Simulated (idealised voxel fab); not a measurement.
This section sets out a process module, namely voxel self aligned contacts.
Cross-sectional view cut (width: 300 nm; square cell size: 5 nm).
If you're reading a cross-section in this doc, picture square cells in a grid; it comes to you as bands, top ones listed first down to the bottom, and a band can be one or more rows of cells.
In this notation a band is specified by the heights of its top and bottom, in that order and in nm, after which its materials appear from left to right, each paired with its width in nm. The word "edge to edge" attached to a single material means that material fills the band from edge to edge; the word "empty" stands for empty space.
Height datum 0, below which the as-received substrate wafer is one material. Lowest band open at the bottom, running downward: "top 0, no bottom".
Width spec "30 to 40" -> top row of cells at first value, bottom row at second value, equal per-row change in between.
Where a step carries "no change occurred", the cross-section came out of it unchanged, cell for cell.
Closed empty spaces (no open way to the top) of 8 cells or more are what "Closed internal voids" lists, each as width x height at distance from the left edge, nm for all three.
Formally, on a step line, whatever follows the settings is a remark that the simulator itself makes on the step.
The line of a step may include "overlay nm". On a step with a mask, this value is how far to the right of its planned place the mask lay. A negative value means the mask lay to the left.

The following list gives the planned process steps
- 1: RECEIVE with material Si
- 2: CONFORMAL_DEP with material SiO2, thk nm 5
- 3: DIRECTIONAL_DEP with material polySi, thk nm 20
- 4: DIRECTIONAL_DEP with material SiN, thk nm 20
- 5: MASKED_ETCH with tone cover, mask id GATE, width nm 35, pitch nm 60, etch materials SiN, depth nm 20, overlay nm 0
- 6: MASKED_ETCH with tone cover, mask id GATE, width nm 35, pitch nm 60, etch materials polySi, depth nm 20, overlay nm 0
- 7: CONFORMAL_DEP with material SiN, thk nm 5
- 8: DIRECTIONAL_ETCH with etch materials SiN, depth nm 5
- 9: FILL_DEP with material SiO2, thk nm 15
- 10: CMP with height nm 50
- 11: PATTERN with tone open, mask id CONTACT, material resist, width nm 45, thk nm 15, overlay nm 0
- 12: DIRECTIONAL_ETCH with etch materials SiO2, depth nm 50
- 13: STRIP with etch materials resist
- 14: CONFORMAL_DEP with material TiN, thk nm 5
- 15: FILL_DEP with material W, thk nm 10
- 16: CMP with height nm 50
- 17: CONFORMAL_DEP with material SiN, thk nm 5

The cross-section here shows the wafer as received, i.e. in its state after step 1
top 0, no bottom | Si edge to edge
Closed internal voids: none

The module was run from the start shown above using the plan shown above, but one mistake was made doing it; the resulting wafer cross-section is below
top 55, bottom 50 | SiN edge to edge
top 50, bottom 45 | SiO2=125 | TiN=30 | W=5 | TiN=10 | SiO2=130
top 45, bottom 30 | SiO2=105 | SiN=45 | TiN=5 | W=5 | TiN=5 | SiN=45 | SiO2=90
top 30, bottom 25 | SiO2=105 | SiN=45 | TiN=15 | SiN=45 | SiO2=90
top 25, bottom 5 | SiO2=95 | SiN=5 | polySi=45 | SiN=5 | TiN=5 | SiN=5 | polySi=45 | SiN=5 | SiO2=90
top 5, bottom 0 | SiO2=150 | TiN=5 | SiO2=145
top 0, no bottom | Si edge to edge
Closed internal voids: none
What was done differently from what was planned? step 5 ran differently from the plan; actual operation with settings: MASKED_ETCH with tone cover, mask id GATE, width nm 35, pitch nm 60, etch materials SiN, depth nm 20, overlay nm 10
